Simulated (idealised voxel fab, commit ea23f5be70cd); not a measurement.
Herein follows the process module entitled voxel air gaps.
Section cut is 245 nm wide and gridded with 5 nm square cells.
Cross-section format: a grid of square cells, given as bands from top to bottom; each band is one or more rows of cells. First you get the band's top height and its bottom height, in nm, and then the materials it's made of, left to right, with each width in nm. If you see a single material with "full width", that one covers the band edge to edge. "blank" is empty space. A quick word on heights: they are counted from 0, and under that level the wafer as it came to us is one material throughout. The lowest band is different from the rest in having no bottom; it simply continues downward, written as in "0..down". Width "30..40": first value at the band's top row of cells, second value at its bottom row, equal change from row to row. Where the words "everything unchanged" appear for a step, the cross-section shows no cell changed by that step; every cell remained as before. Heads up: "Closed void inventory" only lists the empty pockets with no open path to the top that are 8 cells or more, and it writes them as width x height at distance, distance from the left edge, in nm. after a step's settings: what the simulator itself notes on the step. "overlay nm" answers the question of how far to the right of plan the mask lay on a step that has a mask, and when it is negative the answer is to the left.

-- Here's what the planned process steps look like
1) RECEIVE,material Si
2) CONFORMAL_DEP,material SiO2,thk nm 10
3) CONFORMAL_DEP,material SiN,thk nm 5
4) DIRECTIONAL_DEP,material SiO2,thk nm 35
5) PATTERN,tone open,mask id LINES,material resist,width nm 20,pitch nm 50,thk nm 20,overlay nm 0
6) DIRECTIONAL_ETCH,etch materials SiO2,depth nm 35
7) STRIP,etch materials resist
8) CONFORMAL_DEP,material TiN,thk nm 5
9) FILL_DEP,material W,thk nm 10
10) CMP,height nm 50
11) EPI,material Ru,thk nm 10
12) SELECTIVE_ETCH,etch materials SiO2,depth nm 45
13) CONFORMAL_DEP,material SiN,thk nm 5

-- Received-state cross-section, reflecting completion of step 1
> 0..down: Si full width
> Closed void inventory: none

-- The first of the two wafers as seen in cross-section once the module was finished; processing followed the plan
> 65..60: blank 45 nm | SiN 150 nm | blank 50 nm
> 60..50: blank 45 nm | SiN 5 nm | Ru 40 nm | SiN 10 nm | Ru 40 nm | SiN 10 nm | Ru 40 nm | SiN 5 nm | blank 50 nm
> 50..45: blank 45 nm | SiN 15 nm | TiN 5 nm | W 10 nm | TiN 5 nm | SiN 30 nm | TiN 5 nm | W 10 nm | TiN 5 nm | SiN 30 nm | TiN 5 nm | W 10 nm | TiN 5 nm | SiN 15 nm | blank 50 nm
> 45..20: blank 55 nm | SiN 5 nm | TiN 5 nm | W 10 nm | TiN 5 nm | SiN 5 nm | blank 20 nm | SiN 5 nm | TiN 5 nm | W 10 nm | TiN 5 nm | SiN 5 nm | blank 20 nm | SiN 5 nm | TiN 5 nm | W 10 nm | TiN 5 nm | SiN 5 nm | blank 60 nm
> 20..15: SiN 60 nm | TiN 20 nm | SiN 30 nm | TiN 20 nm | SiN 30 nm | TiN 20 nm | SiN 65 nm
> 15..10: SiN full width
> 10..0: SiO2 full width
> 0..down: Si full width
> Closed void inventory: 20 x 25 at 85; 20 x 25 at 135

-- Cross-section of the latter of the two wafers at module completion. It had an identical start and an identical plan to the former; in running it, one mistake was made
> 60..50: blank 50 nm | Ru 40 nm | blank 10 nm | Ru 40 nm | blank 10 nm | Ru 40 nm | blank 55 nm
> 50..20: blank 60 nm | TiN 5 nm | W 10 nm | TiN 5 nm | blank 30 nm | TiN 5 nm | W 10 nm | TiN 5 nm | blank 30 nm | TiN 5 nm | W 10 nm | TiN 5 nm | blank 65 nm
> 20..15: blank 60 nm | TiN 20 nm | blank 30 nm | TiN 20 nm | blank 30 nm | TiN 20 nm | blank 65 nm
> 15..10: SiN full width
> 10..0: SiO2 full width
> 0..down: Si full width
> Closed void inventory: none
What was the processing mistake? the run left out plan step 13 entirely, so it was never executed
Final cells, second wafer relative to first, materials higher or lower: 127 fewer of SiN
On completion, 0 closed voids are found in the second wafer, whereas the first wafer has 2.
